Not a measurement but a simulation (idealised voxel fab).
The following is a process module called voxel quadruple lines.
For reference, the cross-section in this document is cut, with width 265 nm and square cells of 5 nm.
If you're reading a cross-section in this doc, picture square cells in a grid; it comes to you as bands, top ones listed first down to the bottom, and a band can be one or more rows of cells.
The band entry comprises the height of the band's top followed by the height of its bottom, expressed in nm, and subsequently the band's materials from left to right, each stated together with its width in nm. Where a single material is marked with the word "everywhere", that material fills the band from edge to edge. The word "empty" represents empty space.
Below 0: as-received wafer, all one material; heights counted from there. Lowest band: no bottom, goes on down, written "z 0 and below".
Width: "30 to 40" (first number = top row, second number = bottom row, same change from row to row of cells).
"no alteration" after a step means that no cell of the cross-section changed.
You'll see "Enclosed empty spaces" listing empty spaces that have no way open to the top, as long as they're 8 cells or more; the notation is width x height at distance, where the distance is from the left edge, and all of it is in nm.
Read whatever lies past the settings on a step's line as the simulator's own remark about the step.
The "overlay nm" setting may appear on a step's line; for a step that uses a mask, it gives how far to the right of its planned position the mask lay, and a negative value indicates the left.

**These are the steps we planned for the process**
1. RECEIVE [material Si]
2. CONFORMAL_DEP [material SiO2] [thk nm 5]
3. DIRECTIONAL_DEP [material W] [thk nm 10]
4. DIRECTIONAL_DEP [material polySi] [thk nm 20]
5. DIRECTIONAL_DEP [material aC] [thk nm 20]
6. PATTERN [tone cover] [mask id MANDREL] [material resist] [width nm 25] [pitch nm 80] [thk nm 25] [overlay nm 0]
7. DIRECTIONAL_ETCH [etch materials aC] [depth nm 20]
8. STRIP [etch materials resist]
9. CONFORMAL_DEP [material SiO2] [thk nm 15]
10. DIRECTIONAL_ETCH [etch materials SiO2] [depth nm 15]
11. STRIP [etch materials aC]
12. DIRECTIONAL_ETCH [etch materials polySi] [depth nm 20]
13. STRIP [etch materials SiO2]
14. CONFORMAL_DEP [material SiN] [thk nm 5]
15. DIRECTIONAL_ETCH [etch materials SiN] [depth nm 5]
16. STRIP [etch materials polySi]
17. DIRECTIONAL_ETCH [etch materials W] [depth nm 10]
18. STRIP [etch materials SiN]
19. FILL_DEP [material lowk] [thk nm 10]
20. CMP [height nm 15]

**Step 1 complete: cross-section of the wafer as received**
> z 0 and below  Si everywhere
> Enclosed empty spaces: none

**End state of the module in cross-section, given the above starting point and plan and one mistake in execution**
> z 15 to 5  lowk: 60; W: 5; lowk: 15; W: 5; lowk: 15; W: 5; lowk: 15; W: 5; lowk: 15; W: 5; lowk: 15; W: 5; lowk: 15; W: 5; lowk: 15; W: 5; lowk: 60
> z 5 to 0  W everywhere
> z 0 and below  Si everywhere
> Enclosed empty spaces: none
What was the processing mistake? step 2 did not use the planned setting and instead ran as CONFORMAL_DEP [material W] [thk nm 5]
